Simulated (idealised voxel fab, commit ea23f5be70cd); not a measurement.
process module | voxel transistor to metal
cross-section cut | 140 nm wide | cells 5 nm
A cross-section is a grid of square cells, given in bands from the top down. A band is one or more rows of cells.
Each band's line starts with the height of the band's top and of its bottom, in nm. Then come its materials from left to right, each with its width in nm. One material with "throughout" fills the band from edge to edge. "air" is empty space.
Height 0 is the level under which the wafer as received is all one material. The lowest band goes on downwards, as in "0 down".
A width such as "30 to 40" changes by the same amount from each row of cells to the next, from the band's top row to its bottom row.
"no change" after a step means that no cell of the cross-section changed.
closed voids: empty space of 8 cells or more with no open way to the top, each as width x height at its distance from the left edge, in nm
after a step's settings: what the simulator itself notes on the step
overlay nm, on a step with a mask: how far to the right of its planned place the mask lay; to the left if negative
plan
1 op RECEIVE | material Si
2 op OXIDIZE | depth nm 5
3 op CONFORMAL_DEP | material SiN | thk nm 15
4 op PATTERN | tone cover | mask id ACTIVE | material resist | width nm 100 | thk nm 15 | overlay nm 0
5 op DIRECTIONAL_ETCH | etch materials SiN | depth nm 15
6 op DIRECTIONAL_ETCH | etch materials SiO2 | depth nm 5
7 op DIRECTIONAL_ETCH | etch materials Si | depth nm 30
8 op STRIP | etch materials resist
9 op OXIDIZE | depth nm 5
10 op FILL_DEP | material SiO2 | thk nm 10
11 op CMP | height nm 15
12 op SELECTIVE_ETCH | etch materials SiO2 | depth nm 5
13 op STRIP | etch materials SiN
14 op SELECTIVE_ETCH | etch materials SiO2 | depth nm 5
15 op OXIDIZE | depth nm 5
16 op DIRECTIONAL_DEP | material polySi | thk nm 20
17 op DIRECTIONAL_DEP | material SiCN | thk nm 15
18 op DIRECTIONAL_DEP | material aC | thk nm 15
19 op PATTERN | tone cover | mask id GATE | material resist | width nm 20 | thk nm 35 | overlay nm 0
20 op DIRECTIONAL_ETCH | etch materials aC | depth nm 5
21 op STRIP | etch materials resist
22 op DIRECTIONAL_ETCH | etch materials SiCN | depth nm 25
23 op DIRECTIONAL_ETCH | etch materials polySi | depth nm 30
24 op STRIP | etch materials aC
25 op CONFORMAL_DEP | material SiN | thk nm 10
26 op DIRECTIONAL_ETCH | etch materials SiN | depth nm 10
27 op DIRECTIONAL_ETCH | etch materials SiO2 | depth nm 5
28 op DIRECTIONAL_ETCH | etch materials Si | depth nm 15
29 op EPI | material nSi | thk nm 15
30 op FILL_DEP | material SiO2 | thk nm 10
31 op CMP | height nm 30
32 op DIRECTIONAL_DEP | material SiO2 | thk nm 10
33 op DIRECTIONAL_DEP | material aC | thk nm 15
34 op PATTERN | tone open | mask id CONTACT | material resist | width nm 25 | pitch nm 55 | thk nm 35 | overlay nm 0
35 op DIRECTIONAL_ETCH | etch materials aC | depth nm 15
36 op STRIP | etch materials resist
37 op DIRECTIONAL_ETCH | etch materials SiO2 | depth nm 50
38 op STRIP | etch materials aC
39 op CONFORMAL_DEP | material TiN | thk nm 5
40 op FILL_DEP | material W | thk nm 10
41 op CMP | height nm 40
42 op CONFORMAL_DEP | material SiN | thk nm 5
43 op DIRECTIONAL_DEP | material SiO2 | thk nm 25
44 op MASKED_ETCH | tone open | mask id METAL_1 | width nm 15 | pitch nm 65 | etch materials SiO2 | depth nm 25 | overlay nm 0
45 op MASKED_ETCH | tone open | mask id METAL_1 | width nm 15 | pitch nm 65 | etch materials SiN | depth nm 5 | overlay nm 0
46 op CONFORMAL_DEP | material TiN | thk nm 5
47 op FILL_DEP | material Ru | thk nm 10
48 op CMP | height nm 70
49 op CONFORMAL_DEP | material SiCN | thk nm 5
50 op DIRECTIONAL_DEP | material lowk | thk nm 25
51 op PATTERN | tone open | mask id METAL_2 | material resist | width nm 15 | pitch nm 65 | thk nm 15 | overlay nm 0
52 op DIRECTIONAL_ETCH | etch materials lowk | depth nm 15
53 op STRIP | etch materials resist
54 op PATTERN | tone open | mask id METAL_2_HOLES | material resist | width nm 15 | pitch nm 65 | thk nm 20 | overlay nm 0
55 op DIRECTIONAL_ETCH | etch materials lowk | depth nm 10
56 op DIRECTIONAL_ETCH | etch materials SiCN | depth nm 5
57 op STRIP | etch materials resist
58 op CONFORMAL_DEP | material TiN | thk nm 5
59 op FILL_DEP | material Cu | thk nm 10
60 op CMP | height nm 100
61 op CONFORMAL_DEP | material SiN | thk nm 5
varied across the wafers: depth nm of step 20. The plan shows the first wafer's value. All wafers start alike
first wafer as received, after step 1
  0 down: Si throughout
  closed voids: none
first wafer at the end, after step 61
  105 to 100: SiN throughout
  100 to 75: lowk 30 | TiN 5 | Cu 5 | TiN 5 | lowk 50 | TiN 5 | Cu 5 | TiN 5 | lowk 30
  75 to 70: SiCN 30 | TiN 15 | SiCN 50 | TiN 15 | SiCN 30
  70 to 45: SiO2 30 | TiN 5 | Ru 5 | TiN 5 | SiO2 50 | TiN 5 | Ru 5 | TiN 5 | SiO2 30
  45 to 40: SiN 30 | TiN 15 | SiN 50 | TiN 15 | SiN 30
  40 to 35: SiO2 30 | TiN 5 | W 15 | TiN 5 | SiO2 30 | TiN 5 | W 15 | TiN 5 | SiO2 30
  35 to 30: SiO2 30 | TiN 25 | SiO2 30 | TiN 25 | SiO2 30
  30 to 25: SiCN throughout
  25 to 15: polySi 15 | SiCN 110 | polySi 15
  15 to 5: polySi throughout
  5 to -5: SiO2 15 | polySi 110 | SiO2 15
  -5 to -10: SiO2 throughout
  -10 to -40: SiO2 25 | Si 90 | SiO2 25
  -40 down: Si throughout
  closed voids: none
last wafer at the end
  105 to 100: SiN throughout
  100 to 75: lowk 30 | TiN 5 | Cu 5 | TiN 5 | lowk 50 | TiN 5 | Cu 5 | TiN 5 | lowk 30
  75 to 70: SiCN 30 | TiN 15 | SiCN 50 | TiN 15 | SiCN 30
  70 to 45: SiO2 30 | TiN 5 | Ru 5 | TiN 5 | SiO2 50 | TiN 5 | Ru 5 | TiN 5 | SiO2 30
  45 to 40: SiN 30 | TiN 15 | SiN 50 | TiN 15 | SiN 30
  40 to 30: SiO2 30 | TiN 5 | W 15 to 10 | TiN 5 to 10 | SiO2 30 | TiN 5 to 10 | W 15 to 10 | TiN 5 | SiO2 30
  30 to 15: SiO2 30 | TiN 5 | W 10 | TiN 5 | SiN 10 | SiCN 20 | SiN 10 | TiN 5 | W 10 | TiN 5 | SiO2 30
  15 to 10: SiO2 30 | TiN 5 | W 10 | TiN 5 | SiN 10 | polySi 20 | SiN 10 | TiN 5 | W 10 | TiN 5 | SiO2 30
  10 to 5: SiO2 30 | TiN 20 | SiN 10 | polySi 20 | SiN 10 | TiN 20 | SiO2 30
  5 to -5: SiO2 15 | SiN 10 | SiO2 5 | TiN 5 | nSi 15 | SiN 10 | polySi 20 | SiN 10 | nSi 15 | TiN 5 | SiO2 5 | SiN 10 | SiO2 15
  -5 to -10: SiO2 30 | TiN 5 | nSi 15 | SiO2 40 | nSi 15 | TiN 5 | SiO2 30
  -10 to -25: SiO2 25 | nSi 25 | Si 40 | nSi 25 | SiO2 25
  -25 to -40: SiO2 25 | Si 90 | SiO2 25
  -40 down: Si throughout
  closed voids: none
each wafer at the end: cells of each material gained (+) or lost (-) since it was received, then its closed voids
depth nm 5 | +10 Cu | +10 Ru | -116 Si | +94 SiCN | +50 SiN | +246 SiO2 | +66 TiN | +6 W | +110 lowk | +112 polySi | closed voids: none
depth nm 10 | +10 Cu | +10 Ru | -116 Si | +94 SiCN | +50 SiN | +246 SiO2 | +66 TiN | +6 W | +110 lowk | +112 polySi | closed voids: none
depth nm 15 | +10 Cu | +10 Ru | -146 Si | +34 SiCN | +86 SiN | +302 SiO2 | +92 TiN | +26 W | +110 lowk | +48 nSi | +16 polySi | closed voids: none
depth nm 20 | +10 Cu | +10 Ru | -146 Si | +34 SiCN | +86 SiN | +302 SiO2 | +92 TiN | +26 W | +110 lowk | +48 nSi | +16 polySi | closed voids: none
depth nm 25 | +10 Cu | +10 Ru | -146 Si | +34 SiCN | +86 SiN | +302 SiO2 | +92 TiN | +26 W | +110 lowk | +48 nSi | +16 polySi | closed voids: none
depth nm 30 | +10 Cu | +10 Ru | -146 Si | +34 SiCN | +86 SiN | +302 SiO2 | +92 TiN | +26 W | +110 lowk | +48 nSi | +16 polySi | closed voids: none
